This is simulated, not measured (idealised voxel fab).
Process module, titled voxel released beams
The width of the displayed cross-section, cut, is 285 nm; its cells are square, with a size of 5 nm.
The cross-sections in this document take the form of a grid made of square cells. They are written out as bands, in order from top to bottom. Each band consists of one or more rows of cells.
Per band: top height and bottom height in nm, followed by the left-to-right materials and their widths in nm; "edge to edge" marks a single material spanning edge to edge, "air" marks empty space.
Below 0: as-received wafer, all one material; heights counted from there. Lowest band: no bottom, goes on down, written "0 nm and below".
A width given as "30->40" starts at the first number in the band's top row and ends at the second number in its bottom row, shifting by an equal amount at every step from row to row.
"nothing got changed" for a step: no cell of the cross-section changed in that step.
Under "Closed empty spaces" you'll find the enclosed gaps, the ones with no way out to the top, that are 8 cells or bigger; each reads width x height at distance, with distance counted from the left edge, everything in nm.
Where a step's line continues beyond its settings, the continuation is a remark by the simulator itself on that step.
overlay nm: right-of-plan distance of the mask on a masked step; negative values mean left-of-plan.
Steps planned for the process
| 1 | op RECEIVE | material Si |
| 2 | op CONFORMAL_DEP | material SiN | thk nm 5 |
| 3 | op DIRECTIONAL_DEP | material SiO2 | thk nm 10 |
| 4 | op PATTERN | tone open | mask id ANCHOR | material resist | width nm 35 | thk nm 15 | overlay nm 0 |
| 5 | op DIRECTIONAL_ETCH | etch materials SiO2 | depth nm 10 |
| 6 | op STRIP | etch materials resist |
| 7 | op CONFORMAL_DEP | material polySi | thk nm 15 |
| 8 | op DIRECTIONAL_DEP | material aC | thk nm 10 |
| 9 | op PATTERN | tone cover | mask id BEAM | material resist | width nm 105 | thk nm 25 | overlay nm 0 |
| 10 | op DIRECTIONAL_ETCH | etch materials aC | depth nm 10 |
| 11 | op STRIP | etch materials resist |
| 12 | op DIRECTIONAL_ETCH | etch materials polySi | depth nm 15 |
| 13 | op STRIP | etch materials aC |
| 14 | op STRIP | etch materials SiO2 |
For clarity, it should be stated that the wafers under discussion commence in an identical condition and differ with respect to the width nm of step 9, the plan indicating the value that the first wafer had.
Cross-section of the first of several wafers on receipt, reflecting completion of step 1
	0 nm and below | Si edge to edge
	Closed empty spaces: none
Where each wafer stands at the end of the module, a row apiece: cells of each material gained (+) or lost (-) since it was received, then closed voids
width nm 105 | +57 SiN | +75 polySi | Closed empty spaces: none
width nm 110 | +57 SiN | +78 polySi | Closed empty spaces: none
width nm 115 | +57 SiN | +81 polySi | Closed empty spaces: none
width nm 120 | +57 SiN | +84 polySi | Closed empty spaces: none
width nm 125 | +57 SiN | +87 polySi | Closed empty spaces: none
width nm 130 | +57 SiN | +90 polySi | Closed empty spaces: none
